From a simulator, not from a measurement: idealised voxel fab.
The process module that follows is named voxel tone inversion.
Square cell edge 5 nm, section width 295 nm, ID cut.
Each cross-section below is a grid of square cells, stated as bands in top-down order, with one or more rows of cells making up each band.
Heights first: top, then bottom, in nm. Then materials, left to right, each with a width in nm. "edge to edge" on a single material: fills the band edge to edge. "blank": empty space.
Height reference: 0 = level under which incoming wafer is all one material. Lowest band: no bottom, runs on downward, e.g. "0 -> down".
Width spec "30->40" -> top row of cells at first value, bottom row at second value, equal per-row change in between.
"stayed the same" after a step means that no cell of the cross-section changed.
"Cavities, closed" contains a list of empty spaces, each no smaller than 8 cells and without an open way to the top, written in the form width x height at distance with the distance from the left edge and all three in nm.
Note: text after step settings on the step line = simulator remark on that step.
The optional step-line setting "overlay nm" applies to steps with a mask and quantifies how far to the right of its planned location the mask lay, a negative value indicating leftward placement.
Pairs follow: section before one process step, section after it down to the lowest changed band, step with settings underneath. Pairs may come from different runs of this module on the same starting wafer; continuity with the pair above only as stated in the "Incoming structure" entry.
# Incoming structure
  0 -> down | Si edge to edge
  Cavities, closed: none
# Structure After Step
  10 -> 0 | SiN edge to edge
  Under 0: no change, same as before.
  Cavities, closed: none
Between the cross-sections above, the step performed was CONFORMAL_DEP | material SiN | thk nm 10
Incoming structure: it's just the after picture from the pair right above this one.
# Structure After Step
  25 -> 10 | polySi edge to edge
  Under 10: no change, same as before.
  Cavities, closed: none
Between the cross-sections above, the step performed was DIRECTIONAL_DEP | material polySi | thk nm 15
Incoming structure: it's just the after picture from the pair right above this one.
# Structure After Step
  50 -> 25 | blank=120; resist=15; blank=25; resist=15; blank=120
  Under 25: no change, same as before.
  Cavities, closed: none
Between the cross-sections above, the step performed was PATTERN | tone cover | mask id POSTS | material resist | width nm 15 | pitch nm 40 | thk nm 25 | overlay nm 0
Incoming structure: it's just the after picture from the pair right above this one.
# Structure After Step
  50 -> 25 | blank=120; resist=15; blank=25; resist=15; blank=120
  25 -> 10 | blank=120; polySi=15; blank=25; polySi=15; blank=120
  Under 10: no change, same as before.
  Cavities, closed: none
Between the cross-sections above, the step performed was DIRECTIONAL_ETCH | etch materials polySi | depth nm 15
Incoming structure: it's just the after picture from the pair right above this one.
# Structure After Step
  25 -> 10 | blank=120; polySi=15; blank=25; polySi=15; blank=120
  Under 10: no change, same as before.
  Cavities, closed: none
Between the cross-sections above, the step performed was STRIP | etch materials resist
Incoming structure: it's just the after picture from the pair right above this one.
# Structure After Step
  30 -> 25 | lowk edge to edge
  25 -> 10 | lowk=120; polySi=15; lowk=25; polySi=15; lowk=120
  Under 10: no change, same as before.
  Cavities, closed: none
Between the cross-sections above, the step performed was FILL_DEP | material lowk | thk nm 5
Incoming structure: it's just the after picture from the pair right above this one.
# Structure After Step
  25 -> 10 | lowk=120; polySi=15; lowk=25; polySi=15; lowk=120
  Under 10: no change, same as before.
  Cavities, closed: none
Between the cross-sections above, the step performed was CMP | height nm 25
Incoming structure: it's just the after picture from the pair right above this one.
# Structure After Step
  25 -> 10 | lowk=120; blank=15; lowk=25; blank=15; lowk=120
  Under 10: no change, same as before.
  Cavities, closed: none
Between the cross-sections above, the step performed was STRIP | etch materials polySi
Incoming structure: it's just the after picture from the pair right above this one.
# Structure After Step
  30 -> 25 | TiN=125; blank=5; TiN=35; blank=5; TiN=125
  25 -> 15 | lowk=120; TiN=5; blank=5; TiN=5; lowk=25; TiN=5; blank=5; TiN=5; lowk=120
  15 -> 10 | lowk=120; TiN=15; lowk=25; TiN=15; lowk=120
  Under 10: no change, same as before.
  Cavities, closed: none
Between the cross-sections above, the step performed was CONFORMAL_DEP | material TiN | thk nm 5
Incoming structure: it's just the after picture from the pair right above this one.
# Structure After Step
  35 -> 30 | Ru edge to edge
  30 -> 25 | TiN=125; Ru=5; TiN=35; Ru=5; TiN=125
  25 -> 15 | lowk=120; TiN=5; Ru=5; TiN=5; lowk=25; TiN=5; Ru=5; TiN=5; lowk=120
  Under 15: no change, same as before.
  Cavities, closed: none
Between the cross-sections above, the step performed was FILL_DEP | material Ru | thk nm 5
Incoming structure: it's just the after picture from the pair right above this one.
# Structure After Step
  25 -> 15 | lowk=120; TiN=5; Ru=5; TiN=5; lowk=25; TiN=5; Ru=5; TiN=5; lowk=120
  Under 15: no change, same as before.
  Cavities, closed: none
Between the cross-sections above, the step performed was CMP | height nm 25
Incoming structure: it's just the after picture from the pair right above this one.
# Structure After Step
  30 -> 25 | SiN edge to edge
  Under 25: no change, same as before.
  Cavities, closed: none
Between the cross-sections above, the step performed was CONFORMAL_DEP | material SiN | thk nm 5
# Incoming structure
  0 -> down | Si edge to edge
  Cavities, closed: none
# Structure After Step
  15 -> 0 | polySi edge to edge
  Under 0: no change, same as before.
  Cavities, closed: none
Between the cross-sections above, the step performed was DIRECTIONAL_DEP | material polySi | thk nm 15
Incoming structure: it's just the after picture from the pair right above this one.
# Structure After Step
  25 -> 15 | SiN edge to edge
  Under 15: no change, same as before.
  Cavities, closed: none
Between the cross-sections above, the step performed was CONFORMAL_DEP | material SiN | thk nm 10
Incoming structure: it's just the after picture from the pair right above this one.
# Structure After Step
  50 -> 25 | blank=120; resist=15; blank=25; resist=15; blank=120
  Under 25: no change, same as before.
  Cavities, closed: none
Between the cross-sections above, the step performed was PATTERN | tone cover | mask id POSTS | material resist | width nm 15 | pitch nm 40 | thk nm 25 | overlay nm 0
Incoming structure: it's just the after picture from the pair right above this one.
# Structure After Step
  25 -> 15 | SiN edge to edge
  Under 15: no change, same as before.
  Cavities, closed: none
Between the cross-sections above, the step performed was STRIP | etch materials resist
Incoming structure: it's just the after picture from the pair right above this one.
# Structure After Step
  30 -> 25 | lowk edge to edge
  Under 25: no change, same as before.
  Cavities, closed: none
Between the cross-sections above, the step performed was FILL_DEP | material lowk | thk nm 5
Incoming structure: it's just the after picture from the pair right above this one.
# Structure After Step
  25 -> 15 | SiN edge to edge
  Under 15: no change, same as before.
  Cavities, closed: none
Between the cross-sections above, the step performed was CMP | height nm 25
Incoming structure: it's just the after picture from the pair right above this one.
# Structure After Step
  30 -> 25 | TiN edge to edge
  Under 25: no change, same as before.
  Cavities, closed: none
Between the cross-sections above, the step performed was CONFORMAL_DEP | material TiN | thk nm 5
Incoming structure: it's just the after picture from the pair right above this one.
# Structure After Step
  35 -> 30 | Ru edge to edge
  Under 30: no change, same as before.
  Cavities, closed: none
Between the cross-sections above, the step performed was FILL_DEP | material Ru | thk nm 5
Incoming structure: it's just the after picture from the pair right above this one.
# Structure After Step
  25 -> 15 | SiN edge to edge
  Under 15: no change, same as before.
  Cavities, closed: none
Between the cross-sections above, the step performed was CMP | height nm 25
Incoming structure: it's just the after picture from the pair right above this one.
# Structure After Step
  30 -> 15 | SiN edge to edge
  Under 15: no change, same as before.
  Cavities, closed: none
Between the cross-sections above, the step performed was CONFORMAL_DEP | material SiN | thk nm 5
# Incoming structure
  30 -> 25 | lowk edge to edge
  25 -> 10 | lowk=120; polySi=15; lowk=25; polySi=15; lowk=120
  10 -> 0 | SiN edge to edge
  0 -> down | Si edge to edge
  Cavities, closed: none
# Structure After Step
  15 -> 10 | lowk=120; polySi=15; lowk=25; polySi=15; lowk=120
  Under 10: no change, same as before.
  Cavities, closed: none
Between the cross-sections above, the step performed was CMP | height nm 15
Incoming structure: it's just the after picture from the pair right above this one.
# Structure After Step
  15 -> 10 | lowk=120; blank=15; lowk=25; blank=15; lowk=120
  Under 10: no change, same as before.
  Cavities, closed: none
Between the cross-sections above, the step performed was STRIP | etch materials polySi
Incoming structure: it's just the after picture from the pair right above this one.
# Structure After Step
  20 -> 15 | TiN=125; blank=5; TiN=35; blank=5; TiN=125
  15 -> 10 | lowk=120; TiN=15; lowk=25; TiN=15; lowk=120
  Under 10: no change, same as before.
  Cavities, closed: none
Between the cross-sections above, the step performed was CONFORMAL_DEP | material TiN | thk nm 5
Incoming structure: it's just the after picture from the pair right above this one.
# Structure After Step
  25 -> 20 | Ru edge to edge
  20 -> 15 | TiN=125; Ru=5; TiN=35; Ru=5; TiN=125
  Under 15: no change, same as before.
  Cavities, closed: none
Between the cross-sections above, the step performed was FILL_DEP | material Ru | thk nm 5
Incoming structure: it's just the after picture from the pair right above this one.
# Structure After Step
  30 -> 25 | SiN edge to edge
  Under 25: no change, same as before.
  Cavities, closed: none
Between the cross-sections above, the step performed was CONFORMAL_DEP | material SiN | thk nm 5
# Incoming structure
  25 -> 10 | polySi edge to edge
  10 -> 0 | SiN edge to edge
  0 -> down | Si edge to edge
  Cavities, closed: none
# Structure After Step
  50 -> 25 | blank=115; resist=25; blank=15; resist=25; blank=115
  Under 25: no change, same as before.
  Cavities, closed: none
Between the cross-sections above, the step performed was PATTERN | tone cover | mask id POSTS | material resist | width nm 25 | pitch nm 40 | thk nm 25 | overlay nm 0
Incoming structure: it's just the after picture from the pair right above this one.
# Structure After Step
  50 -> 25 | blank=115; resist=25; blank=15; resist=25; blank=115
  25 -> 10 | blank=115; polySi=25; blank=15; polySi=25; blank=115
  Under 10: no change, same as before.
  Cavities, closed: none
Between the cross-sections above, the step performed was DIRECTIONAL_ETCH | etch materials polySi | depth nm 15
Incoming structure: it's just the after picture from the pair right above this one.
# Structure After Step
  25 -> 10 | blank=115; polySi=25; blank=15; polySi=25; blank=115
  Under 10: no change, same as before.
  Cavities, closed: none
Between the cross-sections above, the step performed was STRIP | etch materials resist
Incoming structure: it's just the after picture from the pair right above this one.
# Structure After Step
  30 -> 25 | lowk edge to edge
  25 -> 10 | lowk=115; polySi=25; lowk=15; polySi=25; lowk=115
  Under 10: no change, same as before.
  Cavities, closed: none
Between the cross-sections above, the step performed was FILL_DEP | material lowk | thk nm 5
Incoming structure: it's just the after picture from the pair right above this one.
# Structure After Step
  25 -> 10 | lowk=115; polySi=25; lowk=15; polySi=25; lowk=115
  Under 10: no change, same as before.
  Cavities, closed: none
Between the cross-sections above, the step performed was CMP | height nm 25
Incoming structure: it's just the after picture from the pair right above this one.
# Structure After Step
  25 -> 10 | lowk=115; blank=25; lowk=15; blank=25; lowk=115
  Under 10: no change, same as before.
  Cavities, closed: none
Between the cross-sections above, the step performed was STRIP | etch materials polySi
Incoming structure: it's just the after picture from the pair right above this one.
# Structure After Step
  30 -> 25 | TiN=120; blank=15; TiN=25; blank=15; TiN=120
  25 -> 15 | lowk=115; TiN=5; blank=15; TiN=5; lowk=15; TiN=5; blank=15; TiN=5; lowk=115
  15 -> 10 | lowk=115; TiN=25; lowk=15; TiN=25; lowk=115
  Under 10: no change, same as before.
  Cavities, closed: none
Between the cross-sections above, the step performed was CONFORMAL_DEP | material TiN | thk nm 5
Incoming structure: it's just the after picture from the pair right above this one.
# Structure After Step
  35 -> 30 | Ru edge to edge
  30 -> 25 | TiN=120; Ru=15; TiN=25; Ru=15; TiN=120
  25 -> 15 | lowk=115; TiN=5; Ru=15; TiN=5; lowk=15; TiN=5; Ru=15; TiN=5; lowk=115
  Under 15: no change, same as before.
  Cavities, closed: none
Between the cross-sections above, the step performed was FILL_DEP | material Ru | thk nm 5
Incoming structure: it's just the after picture from the pair right above this one.
# Structure After Step
  25 -> 15 | lowk=115; TiN=5; Ru=15; TiN=5; lowk=15; TiN=5; Ru=15; TiN=5; lowk=115
  Under 15: no change, same as before.
  Cavities, closed: none
Between the cross-sections above, the step performed was CMP | height nm 25
Incoming structure: it's just the after picture from the pair right above this one.
# Structure After Step
  30 -> 25 | SiN edge to edge
  Under 25: no change, same as before.
  Cavities, closed: none
Between the cross-sections above, the step performed was CONFORMAL_DEP | material SiN | thk nm 5
# Incoming structure
  25 -> 10 | polySi edge to edge
  10 -> 0 | SiN edge to edge
  0 -> down | Si edge to edge
  Cavities, closed: none
# Structure After Step
  50 -> 25 | blank=130; resist=15; blank=25; resist=15; blank=110
  Under 25: no change, same as before.
  Cavities, closed: none
Between the cross-sections above, the step performed was PATTERN | tone cover | mask id POSTS | material resist | width nm 15 | pitch nm 40 | thk nm 25 | overlay nm 10
Incoming structure: it's just the after picture from the pair right above this one.
# Structure After Step
  50 -> 25 | blank=130; resist=15; blank=25; resist=15; blank=110
  25 -> 10 | blank=130; polySi=15; blank=25; polySi=15; blank=110
  Under 10: no change, same as before.
  Cavities, closed: none
Between the cross-sections above, the step performed was DIRECTIONAL_ETCH | etch materials polySi | depth nm 15
Incoming structure: it's just the after picture from the pair right above this one.
# Structure After Step
  25 -> 10 | blank=130; polySi=15; blank=25; polySi=15; blank=110
  Under 10: no change, same as before.
  Cavities, closed: none
Between the cross-sections above, the step performed was STRIP | etch materials resist
Incoming structure: it's just the after picture from the pair right above this one.
# Structure After Step
  30 -> 25 | lowk edge to edge
  25 -> 10 | lowk=130; polySi=15; lowk=25; polySi=15; lowk=110
  Under 10: no change, same as before.
  Cavities, closed: none
Between the cross-sections above, the step performed was FILL_DEP | material lowk | thk nm 5
Incoming structure: it's just the after picture from the pair right above this one.
# Structure After Step
  25 -> 10 | lowk=130; polySi=15; lowk=25; polySi=15; lowk=110
  Under 10: no change, same as before.
  Cavities, closed: none
Between the cross-sections above, the step performed was CMP | height nm 25
Incoming structure: it's just the after picture from the pair right above this one.
# Structure After Step
  25 -> 10 | lowk=130; blank=15; lowk=25; blank=15; lowk=110
  Under 10: no change, same as before.
  Cavities, closed: none
Between the cross-sections above, the step performed was STRIP | etch materials polySi
Incoming structure: it's just the after picture from the pair right above this one.
# Structure After Step
  30 -> 25 | TiN=135; blank=5; TiN=35; blank=5; TiN=115
  25 -> 15 | lowk=130; TiN=5; blank=5; TiN=5; lowk=25; TiN=5; blank=5; TiN=5; lowk=110
  15 -> 10 | lowk=130; TiN=15; lowk=25; TiN=15; lowk=110
  Under 10: no change, same as before.
  Cavities, closed: none
Between the cross-sections above, the step performed was CONFORMAL_DEP | material TiN | thk nm 5
Incoming structure: it's just the after picture from the pair right above this one.
# Structure After Step
  35 -> 30 | Ru edge to edge
  30 -> 25 | TiN=135; Ru=5; TiN=35; Ru=5; TiN=115
  25 -> 15 | lowk=130; TiN=5; Ru=5; TiN=5; lowk=25; TiN=5; Ru=5; TiN=5; lowk=110
  Under 15: no change, same as before.
  Cavities, closed: none
Between the cross-sections above, the step performed was FILL_DEP | material Ru | thk nm 5
Incoming structure: it's just the after picture from the pair right above this one.
# Structure After Step
  25 -> 15 | lowk=130; TiN=5; Ru=5; TiN=5; lowk=25; TiN=5; Ru=5; TiN=5; lowk=110
  Under 15: no change, same as before.
  Cavities, closed: none
Between the cross-sections above, the step performed was CMP | height nm 25
Incoming structure: it's just the after picture from the pair right above this one.
# Structure After Step
  30 -> 25 | SiN edge to edge
  Under 25: no change, same as before.
  Cavities, closed: none
Between the cross-sections above, the step performed was CONFORMAL_DEP | material SiN | thk nm 5
# Incoming structure
  30 -> 25 | TiN=125; blank=5; TiN=35; blank=5; TiN=125
  25 -> 15 | lowk=120; TiN=5; blank=5; TiN=5; lowk=25; TiN=5; blank=5; TiN=5; lowk=120
  15 -> 10 | lowk=120; TiN=15; lowk=25; TiN=15; lowk=120
  10 -> 0 | SiN edge to edge
  0 -> down | Si edge to edge
  Cavities, closed: none
# Structure After Step
  35 -> 30 | SiN edge to edge
  30 -> 25 | TiN=125; SiN=5; TiN=35; SiN=5; TiN=125
  25 -> 15 | lowk=120; TiN=5; SiN=5; TiN=5; lowk=25; TiN=5; SiN=5; TiN=5; lowk=120
  Under 15: no change, same as before.
  Cavities, closed: none
Between the cross-sections above, the step performed was FILL_DEP | material SiN | thk nm 5
Incoming structure: it's just the after picture from the pair right above this one.
# Structure After Step
  25 -> 15 | lowk=120; TiN=5; SiN=5; TiN=5; lowk=25; TiN=5; SiN=5; TiN=5; lowk=120
  Under 15: no change, same as before.
  Cavities, closed: none
Between the cross-sections above, the step performed was CMP | height nm 25
Incoming structure: it's just the after picture from the pair right above this one.
# Structure After Step
  30 -> 25 | SiN edge to edge
  Under 25: no change, same as before.
  Cavities, closed: none
Between the cross-sections above, the step performed was CONFORMAL_DEP | material SiN | thk nm 5
# Incoming structure
  25 -> 10 | polySi edge to edge
  10 -> 0 | SiN edge to edge
  0 -> down | Si edge to edge
  Cavities, closed: none
# Structure After Step
  50 -> 25 | resist=120; blank=15; resist=25; blank=15; resist=120
  Under 25: no change, same as before.
  Cavities, closed: none
Between the cross-sections above, the step performed was PATTERN | tone open | mask id POSTS | material resist | width nm 15 | pitch nm 40 | thk nm 25 | overlay nm 0
Incoming structure: it's just the after picture from the pair right above this one.
# Structure After Step
  50 -> 25 | resist=120; blank=15; resist=25; blank=15; resist=120
  25 -> 10 | polySi=120; blank=15; polySi=25; blank=15; polySi=120
  Under 10: no change, same as before.
  Cavities, closed: none
Between the cross-sections above, the step performed was DIRECTIONAL_ETCH | etch materials polySi | depth nm 15
Incoming structure: it's just the after picture from the pair right above this one.
# Structure After Step
  25 -> 10 | polySi=120; blank=15; polySi=25; blank=15; polySi=120
  Under 10: no change, same as before.
  Cavities, closed: none
Between the cross-sections above, the step performed was STRIP | etch materials resist
Incoming structure: it's just the after picture from the pair right above this one.
# Structure After Step
  30 -> 25 | lowk edge to edge
  25 -> 10 | polySi=120; lowk=15; polySi=25; lowk=15; polySi=120
  Under 10: no change, same as before.
  Cavities, closed: none
Between the cross-sections above, the step performed was FILL_DEP | material lowk | thk nm 5
Incoming structure: it's just the after picture from the pair right above this one.
# Structure After Step
  25 -> 10 | polySi=120; lowk=15; polySi=25; lowk=15; polySi=120
  Under 10: no change, same as before.
  Cavities, closed: none
Between the cross-sections above, the step performed was CMP | height nm 25
Incoming structure: it's just the after picture from the pair right above this one.
# Structure After Step
  25 -> 10 | blank=120; lowk=15; blank=25; lowk=15; blank=120
  Under 10: no change, same as before.
  Cavities, closed: none
Between the cross-sections above, the step performed was STRIP | etch materials polySi
Incoming structure: it's just the after picture from the pair right above this one.
# Structure After Step
  30 -> 25 | blank=115; TiN=25; blank=15; TiN=25; blank=115
  25 -> 15 | blank=115; TiN=5; lowk=15; TiN=5; blank=15; TiN=5; lowk=15; TiN=5; blank=115
  15 -> 10 | TiN=120; lowk=15; TiN=25; lowk=15; TiN=120
  Under 10: no change, same as before.
  Cavities, closed: none
Between the cross-sections above, the step performed was CONFORMAL_DEP | material TiN | thk nm 5
Incoming structure: it's just the after picture from the pair right above this one.
# Structure After Step
  35 -> 30 | Ru edge to edge
  30 -> 25 | Ru=115; TiN=25; Ru=15; TiN=25; Ru=115
  25 -> 15 | Ru=115; TiN=5; lowk=15; TiN=5; Ru=15; TiN=5; lowk=15; TiN=5; Ru=115
  Under 15: no change, same as before.
  Cavities, closed: none
Between the cross-sections above, the step performed was FILL_DEP | material Ru | thk nm 5
Incoming structure: it's just the after picture from the pair right above this one.
# Structure After Step
  25 -> 15 | Ru=115; TiN=5; lowk=15; TiN=5; Ru=15; TiN=5; lowk=15; TiN=5; Ru=115
  Under 15: no change, same as before.
  Cavities, closed: none
Between the cross-sections above, the step performed was CMP | height nm 25
Incoming structure: it's just the after picture from the pair right above this one.
# Structure After Step
  30 -> 25 | SiN edge to edge
  Under 25: no change, same as before.
  Cavities, closed: none
Between the cross-sections above, the step performed was CONFORMAL_DEP | material SiN | thk nm 5
